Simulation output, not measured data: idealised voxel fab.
Process module name: voxel self aligned contacts
The width of the displayed cross-section, cut, is 160 nm; its cells are square, with a size of 5 nm.
Each cross-section below is a grid of square cells, stated as bands in top-down order, with one or more rows of cells making up each band. Top, bottom (nm), then materials left to right with widths (nm); lone material tagged "full width" fills the whole band edge to edge; "air" = empty space. Height is counted from the level 0, under which the received wafer is composed throughout of one material. The lowest of the bands is not closed at the bottom but continues downward, in the notation "0 nm and below". A width given as "30->40" starts at the first number in the band's top row and ends at the second number in its bottom row, shifting by an equal amount at every step from row to row. "changes: none" for a step: no cell of the cross-section changed in that step. Any empty space of 8 cells or more lacking an open way to the top shows up in "Unvented voids" as width x height at distance, distance from the left edge, in nm. Anything after a step's settings on that line? It's the simulator's own note about the step. overlay nm: right-of-plan distance of the mask on a masked step; negative values mean left-of-plan.
plan:
1) RECEIVE [material Si]
2) OXIDIZE [depth nm 5]
3) DIRECTIONAL_DEP [material polySi] [thk nm 25]
4) DIRECTIONAL_DEP [material SiN] [thk nm 20]
5) DIRECTIONAL_DEP [material aC] [thk nm 10]
6) PATTERN [tone cover] [mask id GATE] [material resist] [width nm 30] [pitch nm 75] [thk nm 25] [overlay nm 0]
7) DIRECTIONAL_ETCH [etch materials aC] [depth nm 10]
8) STRIP [etch materials resist]
9) DIRECTIONAL_ETCH [etch materials SiN] [depth nm 20]
10) DIRECTIONAL_ETCH [etch materials polySi] [depth nm 25]
11) STRIP [etch materials aC]
12) CONFORMAL_DEP [material SiN] [thk nm 10]
13) DIRECTIONAL_ETCH [etch materials SiN] [depth nm 10]
14) FILL_DEP [material SiO2] [thk nm 15]
15) CMP [height nm 50]
16) DIRECTIONAL_DEP [material aC] [thk nm 15]
17) PATTERN [tone open] [mask id CONTACT] [material resist] [width nm 55] [thk nm 35] [overlay nm 0]
18) DIRECTIONAL_ETCH [etch materials aC] [depth nm 15]
19) STRIP [etch materials resist]
20) DIRECTIONAL_ETCH [etch materials SiO2] [depth nm 55]
21) STRIP [etch materials aC]
22) CONFORMAL_DEP [material TiN] [thk nm 5]
23) FILL_DEP [material Ru] [thk nm 10]
24) CMP [height nm 50]
25) CONFORMAL_DEP [material SiCN] [thk nm 5]
Wafer as received: cross-section following step 1:
> 0 nm and below: Si full width
> Unvented voids: none
Wafer at module end, in section. Began as above, planned as above, run with one mistake:
> 55 nm to 50 nm: SiCN full width
> 50 nm to 45 nm: SiO2 (50), TiN (20), Ru (15), TiN (20), SiO2 (55)
> 45 nm to 40 nm: SiO2 (15), SiN (50), TiN (5), Ru (15), TiN (5), SiN (50), SiO2 (20)
> 40 nm to 35 nm: SiO2 (15), SiN (50), TiN (25), SiN (50), SiO2 (20)
> 35 nm to 25 nm: SiN full width
> 25 nm to 0 nm: polySi full width
> 0 nm to -5 nm: SiO2 full width
> -5 nm and below: Si full width
> Unvented voids: none
What went wrong in running the wafer? step 9 ran differently from the plan; actual operation with settings: DIRECTIONAL_ETCH [etch materials SiN] [depth nm 10]
